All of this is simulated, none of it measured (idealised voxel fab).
The document below concerns the process module designated voxel wiring stack.
Displayed cross-section: cut, width of 260 nm, square cells sized 5 nm.
Throughout this document, each cross-section is represented as a grid of square cells and is presented as a sequence of bands enumerated from the top downward, where a band comprises one or more rows of cells. In this notation a band is specified by the heights of its top and bottom, in that order and in nm, after which its materials appear from left to right, each paired with its width in nm. The word "throughout" attached to a single material means that material fills the band from edge to edge; the word "air" stands for empty space. Counting heights begins at 0, where everything beneath is, in the wafer as received, one material. The lowest band has no bottom; it goes on downwards, as "0 -> down" shows. You'd read "30 to 40" like this: the band's top row of cells is as wide as the first number, its bottom row is as wide as the second, and going down, every row changes width by the same amount as the row before did. "remained unchanged" (step): cross-section cells unchanged, all of them. Closed empty spaces (no open way to the top) of 8 cells or more are what "Enclosed empty spaces" lists, each as width x height at distance from the left edge, nm for all three. What comes after the settings on a step's line is commentary from the simulator itself on that step. When a step includes a mask, the "overlay nm" setting on its line states how far to the right of its planned place that mask lay, and negative values state how far to the left.
This section lists the process steps that were planned
1. op RECEIVE | material Si
2. op CONFORMAL_DEP | material SiO2 | thk nm 10
3. op CONFORMAL_DEP | material SiCN | thk nm 5
4. op DIRECTIONAL_DEP | material lowk | thk nm 20
5. op PATTERN | tone open | mask id METAL_1 | material resist | width nm 30 | pitch nm 55 | thk nm 15 | overlay nm 0
6. op DIRECTIONAL_ETCH | etch materials lowk | depth nm 20
7. op DIRECTIONAL_ETCH | etch materials SiCN | depth nm 5
8. op STRIP | etch materials resist
9. op CONFORMAL_DEP | material TiN | thk nm 5
10. op FILL_DEP | material W | thk nm 5
11. op CMP | height nm 35
12. op CONFORMAL_DEP | material SiCN | thk nm 5
13. op DIRECTIONAL_DEP | material SiO2 | thk nm 30
14. op PATTERN | tone open | mask id METAL_2 | material resist | width nm 30 | pitch nm 55 | thk nm 15 | overlay nm 0
15. op DIRECTIONAL_ETCH | etch materials SiO2 | depth nm 15
16. op STRIP | etch materials resist
17. op DIRECTIONAL_DEP | material aC | thk nm 15
18. op PATTERN | tone open | mask id METAL_2_HOLES | material resist | width nm 15 | pitch nm 110 | thk nm 30 | overlay nm 0
19. op DIRECTIONAL_ETCH | etch materials aC | depth nm 15
20. op STRIP | etch materials resist
21. op DIRECTIONAL_ETCH | etch materials SiO2 | depth nm 15
22. op DIRECTIONAL_ETCH | etch materials SiCN | depth nm 5
23. op STRIP | etch materials aC
24. op CONFORMAL_DEP | material TiN | thk nm 5
25. op FILL_DEP | material Ru | thk nm 5
26. op CMP | height nm 70
27. op CONFORMAL_DEP | material SiCN | thk nm 5
Delivered wafer in cross-section: state after step 1
* 0 -> down: Si throughout
* Enclosed empty spaces: none
First wafer of two, sectioned at end of module; run went per plan
* 75 -> 70: SiCN throughout
* 70 -> 60: 60 SiO2, 5 TiN, 20 Ru, 5 TiN, 25 SiO2, 5 TiN, 20 Ru, 5 TiN, 25 SiO2, 5 TiN, 20 Ru, 5 TiN, 60 SiO2
* 60 -> 55: 60 SiO2, 5 TiN, 5 Ru, 20 TiN, 25 SiO2, 30 TiN, 25 SiO2, 5 TiN, 5 Ru, 20 TiN, 60 SiO2
* 55 -> 40: 60 SiO2, 5 TiN, 5 Ru, 5 TiN, 95 SiO2, 5 TiN, 5 Ru, 5 TiN, 75 SiO2
* 40 -> 35: 60 SiCN, 15 TiN, 95 SiCN, 15 TiN, 75 SiCN
* 35 -> 15: 60 lowk, 5 TiN, 20 W, 5 TiN, 25 lowk, 5 TiN, 20 W, 5 TiN, 25 lowk, 5 TiN, 20 W, 5 TiN, 60 lowk
* 15 -> 10: 60 SiCN, 30 TiN, 25 SiCN, 30 TiN, 25 SiCN, 30 TiN, 60 SiCN
* 10 -> 0: SiO2 throughout
* 0 -> down: Si throughout
* Enclosed empty spaces: none
Wafer two cross-section, module end. Start and plan unchanged from wafer one; one mistake made during the run
* 75 -> 70: SiCN throughout
* 70 -> 60: 60 SiO2, 5 TiN, 20 Ru, 5 TiN, 25 SiO2, 5 TiN, 20 Ru, 5 TiN, 25 SiO2, 5 TiN, 20 Ru, 5 TiN, 60 SiO2
* 60 -> 55: 60 SiO2, 5 TiN, 5 Ru, 20 TiN, 25 SiO2, 30 TiN, 25 SiO2, 5 TiN, 5 Ru, 20 TiN, 60 SiO2
* 55 -> 40: 60 SiO2, 5 TiN, 5 Ru, 5 TiN, 95 SiO2, 5 TiN, 5 Ru, 5 TiN, 75 SiO2
* 40 -> 35: 60 SiCN, 15 TiN, 95 SiCN, 15 TiN, 75 SiCN
* 35 -> 15: 70 lowk, 5 TiN, 20 W, 5 TiN, 25 lowk, 5 TiN, 20 W, 5 TiN, 25 lowk, 5 TiN, 20 W, 5 TiN, 50 lowk
* 15 -> 10: 70 SiCN, 30 TiN, 25 SiCN, 30 TiN, 25 SiCN, 30 TiN, 50 SiCN
* 10 -> 0: SiO2 throughout
* 0 -> down: Si throughout
* Enclosed empty spaces: none
What broke from the plan during processing? step 5 ran with different settings than intended, the actual operation and settings being op PATTERN | tone open | mask id METAL_1 | material resist | width nm 30 | pitch nm 55 | thk nm 15 | overlay nm 10
At the close, every material occupies the same number of cells on the second wafer as on the first, only in different positions.
